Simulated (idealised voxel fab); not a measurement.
process module | voxel tone inversion
cross-section cut | 240 nm wide | cells 5 nm
A cross-section is a grid of square cells, given in bands from the top down. A band is one or more rows of cells.
Each band's line starts with the height of the band's top and of its bottom, in nm. Then come its materials from left to right, each with its width in nm. One material with "throughout" fills the band from edge to edge. "air" is empty space.
Height 0 is the level under which the wafer as received is all one material. The lowest band goes on downwards, as in "0 down".
A width such as "30 to 40" changes by the same amount from each row of cells to the next, from the band's top row to its bottom row.
"no change" after a step means that no cell of the cross-section changed.
closed voids: empty space of 8 cells or more with no open way to the top, each as width x height at its distance from the left edge, in nm
after a step's settings: what the simulator itself notes on the step
overlay nm, on a step with a mask: how far to the right of its planned place the mask lay; to the left if negative
plan
1 op RECEIVE | material Si
2 op CONFORMAL_DEP | material SiCN | thk nm 10
3 op DIRECTIONAL_DEP | material aC | thk nm 20
4 op PATTERN | tone cover | mask id POSTS | material resist | width nm 20 | pitch nm 45 | thk nm 25 | overlay nm 0
5 op DIRECTIONAL_ETCH | etch materials aC | depth nm 20
6 op STRIP | etch materials resist
7 op FILL_DEP | material SiO2 | thk nm 10
8 op CMP | height nm 30
9 op STRIP | etch materials aC
10 op CONFORMAL_DEP | material TiN | thk nm 5
11 op FILL_DEP | material Cu | thk nm 10
12 op CMP | height nm 30
13 op CONFORMAL_DEP | material SiCN | thk nm 5
as received, after step 1
  0 down: Si throughout
  closed voids: none
first wafer at the end, as planned
  35 to 30: SiCN throughout
  30 to 15: SiO2 85 | TiN 5 | Cu 10 | TiN 5 | SiO2 25 | TiN 5 | Cu 10 | TiN 5 | SiO2 90
  15 to 10: SiO2 85 | TiN 20 | SiO2 25 | TiN 20 | SiO2 90
  10 to 0: SiCN throughout
  0 down: Si throughout
  closed voids: none
second wafer at the end: like start, like plan, one mistake
  35 to 30: SiCN throughout
  30 to 25: TiN 90 | Cu 10 | TiN 35 | Cu 10 | TiN 95
  25 to 15: SiO2 85 | TiN 5 | Cu 10 | TiN 5 | SiO2 25 | TiN 5 | Cu 10 | TiN 5 | SiO2 90
  15 to 10: SiO2 85 | TiN 20 | SiO2 25 | TiN 20 | SiO2 90
  10 to 0: SiCN throughout
  0 down: Si throughout
  closed voids: none
what went wrong: step 8 ran as: op CMP | height nm 25
at the end the second wafer has, in cells: 40 fewer of SiO2 | 40 more of TiN
